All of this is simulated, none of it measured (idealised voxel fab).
Process module, titled voxel transistor to metal
The cross-section shown here is cut; it is 285 nm wide and divided into square cells measuring 5 nm on a side.
If you're reading a cross-section in this doc, picture square cells in a grid; it comes to you as bands, top ones listed first down to the bottom, and a band can be one or more rows of cells.
Band: top height; bottom height; in nm. Then, left to right: material with width in nm, for each material. "edge to edge": a single material spanning edge to edge. "empty": empty space.
Zero point of the height axis is 0; under it, received wafer = one material. Lowest band: continues down indefinitely, "top 0, no bottom".
When a width is written as two numbers, as in "30 to 40", the first number is the width in the top row of cells of the band and the second is the width in its bottom row, and the width changes by the same amount from each row to the next.
Given "no change occurred" for a step, no cell of the cross-section differs between before and after that step.
In the "closed voids" entry, you get each enclosed empty space of 8 cells or more, one with no open way to the top, written width x height at distance, distance from the left edge, in nm.
On a step's line, text after the settings is the simulator commenting on that step.
"overlay nm" on a masked step: distance the mask lay right of its planned place, negative for left.
The planned process steps are enumerated hereunder:
1,RECEIVE: material Si
2,OXIDIZE: depth nm 5
3,CONFORMAL_DEP: material SiN, thk nm 10
4,PATTERN: tone cover, mask id ACTIVE, material resist, width nm 100, pitch nm 125, thk nm 20, overlay nm 0
5,DIRECTIONAL_ETCH: etch materials SiN, depth nm 10
6,DIRECTIONAL_ETCH: etch materials SiO2, depth nm 5
7,DIRECTIONAL_ETCH: etch materials Si, depth nm 25
8,STRIP: etch materials resist
9,FILL_DEP: material SiO2, thk nm 10
10,CMP: height nm 10
11,SELECTIVE_ETCH: etch materials SiO2, depth nm 5
12,STRIP: etch materials SiN
13,SELECTIVE_ETCH: etch materials SiO2, depth nm 5
14,OXIDIZE: depth nm 5
15,DIRECTIONAL_DEP: material polySi, thk nm 25
16,DIRECTIONAL_DEP: material SiCN, thk nm 10
17,DIRECTIONAL_DEP: material aC, thk nm 10
18,PATTERN: tone cover, mask id GATE, material resist, width nm 20, pitch nm 125, thk nm 30, overlay nm 0
19,DIRECTIONAL_ETCH: etch materials aC, depth nm 10
20,STRIP: etch materials resist
21,DIRECTIONAL_ETCH: etch materials SiCN, depth nm 20
22,DIRECTIONAL_ETCH: etch materials polySi, depth nm 35
23,STRIP: etch materials aC
24,CONFORMAL_DEP: material SiN, thk nm 10
25,DIRECTIONAL_ETCH: etch materials SiN, depth nm 10
26,DIRECTIONAL_ETCH: etch materials SiO2, depth nm 5
27,EPI: material SiGe, thk nm 5
28,FILL_DEP: material SiO2, thk nm 10
29,CMP: height nm 30
30,DIRECTIONAL_DEP: material SiO2, thk nm 15
31,MASKED_ETCH: tone open, mask id CONTACT, width nm 30, etch materials SiO2, depth nm 50, overlay nm 0
32,CONFORMAL_DEP: material TiN, thk nm 5
33,FILL_DEP: material W, thk nm 10
34,CMP: height nm 45
35,CONFORMAL_DEP: material SiCN, thk nm 5
36,DIRECTIONAL_DEP: material lowk, thk nm 25
37,MASKED_ETCH: tone open, mask id METAL_1, width nm 15, etch materials lowk, depth nm 25, overlay nm 0
38,MASKED_ETCH: tone open, mask id METAL_1, width nm 15, etch materials SiCN, depth nm 5, overlay nm 0
39,CONFORMAL_DEP: material TiN, thk nm 5
40,FILL_DEP: material Ru, thk nm 10
41,CMP: height nm 75
42,EPI: material Ru, thk nm 5
43,FILL_DEP: material SiCN, thk nm 5
Step 1 complete: cross-section of the wafer as received:
	top 0, no bottom = Si edge to edge
	closed voids: none
The first of two wafers, cross-sectioned at the end of the module, with the run proceeding as planned:
	top 85, bottom 80 = SiCN edge to edge
	top 80, bottom 75 = SiCN: 30, then Ru: 25, then SiCN: 50, then Ru: 25, then SiCN: 25, then Ru: 25, then SiCN: 50, then Ru: 25, then SiCN: 30
	top 75, bottom 50 = lowk: 35, then TiN: 5, then Ru: 5, then TiN: 5, then lowk: 60, then TiN: 5, then Ru: 5, then TiN: 5, then lowk: 35, then TiN: 5, then Ru: 5, then TiN: 5, then lowk: 60, then TiN: 5, then Ru: 5, then TiN: 5, then lowk: 35
	top 50, bottom 45 = SiCN: 35, then TiN: 15, then SiCN: 60, then TiN: 15, then SiCN: 35, then TiN: 15, then SiCN: 60, then TiN: 15, then SiCN: 35
	top 45, bottom 35 = SiO2: 35, then TiN: 5, then W: 20, then TiN: 5, then SiO2: 30, then TiN: 5, then W: 20, then TiN: 5, then SiO2: 35, then TiN: 5, then W: 20, then TiN: 5, then SiO2: 30, then TiN: 5, then W: 20, then TiN: 5, then SiO2: 35
	top 35, bottom 30 = SiO2: 35, then TiN: 5, then W: 15, then TiN: 10, then SiO2: 30, then TiN: 10, then W: 15, then TiN: 5, then SiO2: 35, then TiN: 5, then W: 15, then TiN: 10, then SiO2: 30, then TiN: 10, then W: 15, then TiN: 5, then SiO2: 35
	top 30, bottom 20 = SiO2: 35, then TiN: 5, then W: 15, then TiN: 5, then SiN: 10, then SiCN: 20, then SiN: 10, then TiN: 5, then W: 15, then TiN: 5, then SiO2: 35, then TiN: 5, then W: 15, then TiN: 5, then SiN: 10, then SiCN: 20, then SiN: 10, then TiN: 5, then W: 15, then TiN: 5, then SiO2: 35
	top 20, bottom 0 = SiO2: 35, then TiN: 5, then W: 15, then TiN: 5, then SiN: 10, then polySi: 20, then SiN: 10, then TiN: 5, then W: 15, then TiN: 5, then SiO2: 35, then TiN: 5, then W: 15, then TiN: 5, then SiN: 10, then polySi: 20, then SiN: 10, then TiN: 5, then W: 15, then TiN: 5, then SiO2: 35
	top 0, bottom -5 = SiO2: 25, then SiN: 10, then TiN: 25, then SiN: 10, then polySi: 20, then SiN: 10, then TiN: 25, then SiN: 10, then SiO2: 15, then SiN: 10, then TiN: 25, then SiN: 10, then polySi: 20, then SiN: 10, then TiN: 25, then SiN: 10, then SiO2: 25
	top -5, bottom -10 = SiO2: 35, then SiGe: 25, then SiO2: 40, then SiGe: 25, then SiO2: 35, then SiGe: 25, then SiO2: 40, then SiGe: 25, then SiO2: 35
	top -10, bottom -30 = SiO2: 30, then Si: 100, then SiO2: 25, then Si: 100, then SiO2: 30
	top -30, no bottom = Si edge to edge
	closed voids: none
Second wafer cross-section at end of module - shared start and plan with the first, one mistake in the run:
	top 85, bottom 80 = SiCN edge to edge
	top 80, bottom 75 = SiCN: 30, then Ru: 25, then SiCN: 50, then Ru: 25, then SiCN: 25, then Ru: 25, then SiCN: 50, then Ru: 25, then SiCN: 30
	top 75, bottom 50 = lowk: 35, then TiN: 5, then Ru: 5, then TiN: 5, then lowk: 60, then TiN: 5, then Ru: 5, then TiN: 5, then lowk: 35, then TiN: 5, then Ru: 5, then TiN: 5, then lowk: 60, then TiN: 5, then Ru: 5, then TiN: 5, then lowk: 35
	top 50, bottom 45 = SiCN: 35, then TiN: 15, then SiCN: 60, then TiN: 15, then SiCN: 35, then TiN: 15, then SiCN: 60, then TiN: 15, then SiCN: 35
	top 45, bottom 35 = SiO2: 35, then TiN: 5, then W: 20, then TiN: 5, then SiO2: 30, then TiN: 5, then W: 20, then TiN: 5, then SiO2: 35, then TiN: 5, then W: 20, then TiN: 5, then SiO2: 30, then TiN: 5, then W: 20, then TiN: 5, then SiO2: 35
	top 35, bottom 30 = SiO2: 35, then TiN: 5, then W: 15, then TiN: 10, then SiO2: 30, then TiN: 10, then W: 15, then TiN: 5, then SiO2: 35, then TiN: 5, then W: 15, then TiN: 10, then SiO2: 30, then TiN: 10, then W: 15, then TiN: 5, then SiO2: 35
	top 30, bottom 20 = SiO2: 35, then TiN: 5, then W: 15, then TiN: 5, then SiN: 10, then SiCN: 20, then SiN: 10, then TiN: 5, then W: 15, then TiN: 5, then SiO2: 35, then TiN: 5, then W: 15, then TiN: 5, then SiN: 10, then SiCN: 20, then SiN: 10, then TiN: 5, then W: 15, then TiN: 5, then SiO2: 35
	top 20, bottom 0 = SiO2: 35, then TiN: 5, then W: 15, then TiN: 5, then SiN: 10, then polySi: 20, then SiN: 10, then TiN: 5, then W: 15, then TiN: 5, then SiO2: 35, then TiN: 5, then W: 15, then TiN: 5, then SiN: 10, then polySi: 20, then SiN: 10, then TiN: 5, then W: 15, then TiN: 5, then SiO2: 35
	top 0, bottom -5 = SiO2: 25, then SiN: 10, then TiN: 25, then SiN: 10, then polySi: 20, then SiN: 10, then TiN: 25, then SiN: 10, then SiO2: 15, then SiN: 10, then TiN: 25, then SiN: 10, then polySi: 20, then SiN: 10, then TiN: 25, then SiN: 10, then SiO2: 25
	top -5, bottom -20 = SiO2 edge to edge
	top -20, bottom -30 = SiO2: 30, then Si: 100, then SiO2: 25, then Si: 100, then SiO2: 30
	top -30, no bottom = Si edge to edge
	closed voids: none
Plan not followed: step 14 went in with a setting other than planned; the actual run was OXIDIZE: depth nm 15
End of process, cell counts, second wafer against first, materials with more or fewer: Si -80, SiGe -20, SiO2 +100
